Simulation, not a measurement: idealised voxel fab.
Proc. module: voxel transistor to metal
Cross-sectional view cut (width: 185 nm; square cell size: 5 nm).
A cross-section in this document is a grid of square cells, and it is written down as bands, the top band listed before the ones below it; a band is made up of one or more rows of cells.
Per band: top height and bottom height in nm, followed by the left-to-right materials and their widths in nm; "full width" marks a single material spanning edge to edge, "air" marks empty space.
It should be noted that heights are counted from 0, beneath which the wafer as supplied is of one material throughout, and that the lowest band possesses no lower boundary but continues downward, as written in "0 and below".
Top row gets the first number, bottom row gets the second, and each row in between changes by the same step: that is how a band width like "30..40" works.
It should be understood that the words "nothing altered", when stated for a given step, signify that the cross-section underwent no change in any of its cells during that step.
"Closed void list" lists enclosed empty spaces (at least 8 cells, no open path upward to the top), each as width x height at distance from the left edge, in nm.
Where a step's line continues beyond its settings, the continuation is a remark by the simulator itself on that step.
"overlay nm" on a masked step: distance the mask lay right of its planned place, negative for left.

### Set out below are the planned steps of the process
1) RECEIVE: material Si
2) CONFORMAL_DEP: material SiO2, thk nm 5
3) CONFORMAL_DEP: material SiN, thk nm 10
4) MASKED_ETCH: tone cover, mask id ACTIVE, width nm 95, etch materials SiN, depth nm 10, overlay nm 0
5) MASKED_ETCH: tone cover, mask id ACTIVE, width nm 95, etch materials SiO2, depth nm 5, overlay nm 0
6) MASKED_ETCH: tone cover, mask id ACTIVE, width nm 95, etch materials Si, depth nm 30, overlay nm 0
7) FILL_DEP: material SiO2, thk nm 10
8) CMP: height nm 15
9) SELECTIVE_ETCH: etch materials SiO2, depth nm 5
10) STRIP: etch materials SiN
11) SELECTIVE_ETCH: etch materials SiO2, depth nm 5
12) OXIDIZE: depth nm 5
13) DIRECTIONAL_DEP: material polySi, thk nm 30
14) DIRECTIONAL_DEP: material SiCN, thk nm 10
15) MASKED_ETCH: tone cover, mask id GATE, width nm 15, etch materials SiCN, depth nm 20, overlay nm 0
16) MASKED_ETCH: tone cover, mask id GATE, width nm 15, etch materials polySi, depth nm 40, overlay nm 0
17) CONFORMAL_DEP: material SiN, thk nm 10
18) DIRECTIONAL_ETCH: etch materials SiN, depth nm 10
19) DIRECTIONAL_ETCH: etch materials SiO2, depth nm 5
20) DIRECTIONAL_ETCH: etch materials Si, depth nm 10
21) EPI: material nSi, thk nm 10
22) FILL_DEP: material SiO2, thk nm 10
23) CMP: height nm 40
24) DIRECTIONAL_DEP: material SiO2, thk nm 10
25) PATTERN: tone open, mask id CONTACT, material resist, width nm 30, pitch nm 55, thk nm 20, overlay nm 0
26) DIRECTIONAL_ETCH: etch materials SiO2, depth nm 55
27) STRIP: etch materials resist
28) CONFORMAL_DEP: material TiN, thk nm 5
29) FILL_DEP: material Ru, thk nm 5
30) CMP: height nm 50
31) DIRECTIONAL_DEP: material TiN, thk nm 5
32) DIRECTIONAL_DEP: material W, thk nm 15
33) PATTERN: tone cover, mask id METAL_1, material resist, width nm 20, pitch nm 65, thk nm 20, overlay nm 0
34) DIRECTIONAL_ETCH: etch materials W, depth nm 15
35) DIRECTIONAL_ETCH: etch materials TiN, depth nm 5
36) STRIP: etch materials resist
37) CONFORMAL_DEP: material SiCN, thk nm 5
38) FILL_DEP: material SiO2, thk nm 5
39) CMP: height nm 70
40) CONFORMAL_DEP: material SiN, thk nm 5

### As received (post step 1): cross-section
* 0 and below  Si full width
* Closed void list: none

### Starting structure and process plan are as shown above, but one mistake was made in running the module; the wafer cross-section at the end of the module follows
* 75 down to 70  SiN full width
* 70 down to 55  SiO2 45  SiCN 5  W 20  SiCN 5  SiO2 35  SiCN 5  W 20  SiCN 5  SiO2 45
* 55 down to 50  SiCN 50  TiN 20  SiCN 45  TiN 20  SiCN 50
* 50 down to 40  SiO2 50  TiN 5  Ru 20..15  TiN 5..10  SiO2 25  TiN 5..10  Ru 20..15  TiN 5  SiO2 50
* 40 down to 30  SiO2 50  TiN 5  Ru 15  TiN 5  SiN 10  SiCN 15  SiN 10  TiN 5  Ru 15  TiN 5  SiO2 50
* 30 down to 10  SiO2 50  TiN 5  Ru 15  TiN 5  SiN 10  polySi 15  SiN 10  TiN 5  Ru 15  TiN 5  SiO2 50
* 10 down to 5  SiO2 50  TiN 5  Ru 5  TiN 15  SiN 10  polySi 15  SiN 10  TiN 15  Ru 5  TiN 5  SiO2 50
* 5 down to 0  SiO2 40  SiN 10  TiN 15  nSi 10  SiN 10  polySi 15  SiN 10  nSi 10  TiN 15  SiN 10  SiO2 40
* 0 down to -5  SiO2 40  SiN 5  SiO2 5  nSi 10  TiN 5  nSi 10  SiO2 35  nSi 10  TiN 5  nSi 10  SiO2 5  SiN 5  SiO2 40
* -5 down to -10  SiO2 50  nSi 25  Si 35  nSi 25  SiO2 50
* -10 down to -15  SiO2 45  Si 5  nSi 25  Si 35  nSi 25  Si 5  SiO2 45
* -15 down to -30  SiO2 45  Si 95  SiO2 45
* -30 and below  Si full width
* Closed void list: none
Heads up, the wafer didn't run the way we planned it: yeah, step 2 of the plan got skipped, never ran
